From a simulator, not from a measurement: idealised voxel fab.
Process module, titled voxel spacer lines
Section cut is 215 nm wide and gridded with 5 nm square cells.
Format of a cross-section: grid, square cells. Given as bands. Order: top down. Band: one or more rows of cells.
First you get the band's top height and its bottom height, in nm, and then the materials it's made of, left to right, with each width in nm. If you see a single material with "everywhere", that one covers the band edge to edge. "empty" is empty space.
Note: height 0 marks the level under which the wafer is uniformly one material as received. Lowest band unbounded below, written "top 0, no bottom".
It should be noted that a width expressed as "30..40" varies in equal increments from row to row of cells within the band, taking the value of the first number at the top row and that of the second number at the bottom row.
A step reported as "same as before" is a step in which no cell of the cross-section changed.
Basically, "Closed void entries" tells you about the enclosed voids: empty spaces with no open way to the top, 8 cells or bigger, each written width x height at distance, where distance is from the left edge, all in nm.
Step line, after settings: the simulator's comment on this step.
Among the settings permitted on a step's line is "overlay nm"; applied to a step with a mask, it specifies the extent to which the mask lay to the right of its planned position, whereas a negative figure signifies a position to the left.
What follows is a series of pairs. Each pair shows a cross-section before one process step and the cross-section after it, and the after view is drawn only down to the lowest band that changed. Beneath each pair is the step that lies between the two, with its settings. Pairs may come from different runs of this module on the same starting wafer, so a pair continues from the one above it only where its entry headed "Pre-process state" says so.

### Pre-process state
top 70, bottom 55: SiO2 everywhere
top 55, bottom 25: aC 70 nm, SiO2 15 nm, aC 45 nm, SiO2 15 nm, aC 70 nm
top 25, bottom 10: SiN everywhere
top 10, bottom 0: Al2O3 everywhere
top 0, no bottom: Si everywhere
Closed void entries: none

### Post-Process Section
top 55, bottom 25: aC 70 nm, SiO2 15 nm, aC 45 nm, SiO2 15 nm, aC 70 nm
No changes below 25.
Closed void entries: none
Can you name the step between the two cross-sections above? It is DIRECTIONAL_ETCH with etch materials SiO2, depth nm 15

Pre-process state: after-state, pair directly above.

### Post-Process Section
top 55, bottom 25: empty 70 nm, SiO2 15 nm, empty 45 nm, SiO2 15 nm, empty 70 nm
No changes below 25.
Closed void entries: none
Can you name the step between the two cross-sections above? It is STRIP with etch materials aC

Pre-process state: after-state, pair directly above.

### Post-Process Section
top 55, bottom 25: empty 70 nm, SiO2 15 nm, empty 45 nm, SiO2 15 nm, empty 70 nm
top 25, bottom 10: empty 70 nm, SiN 15 nm, empty 45 nm, SiN 15 nm, empty 70 nm
No changes below 10.
Closed void entries: none
Can you name the step between the two cross-sections above? It is DIRECTIONAL_ETCH with etch materials SiN, depth nm 15

Pre-process state: after-state, pair directly above.

### Post-Process Section
top 25, bottom 10: empty 70 nm, SiN 15 nm, empty 45 nm, SiN 15 nm, empty 70 nm
No changes below 10.
Closed void entries: none
Can you name the step between the two cross-sections above? It is STRIP with etch materials SiO2
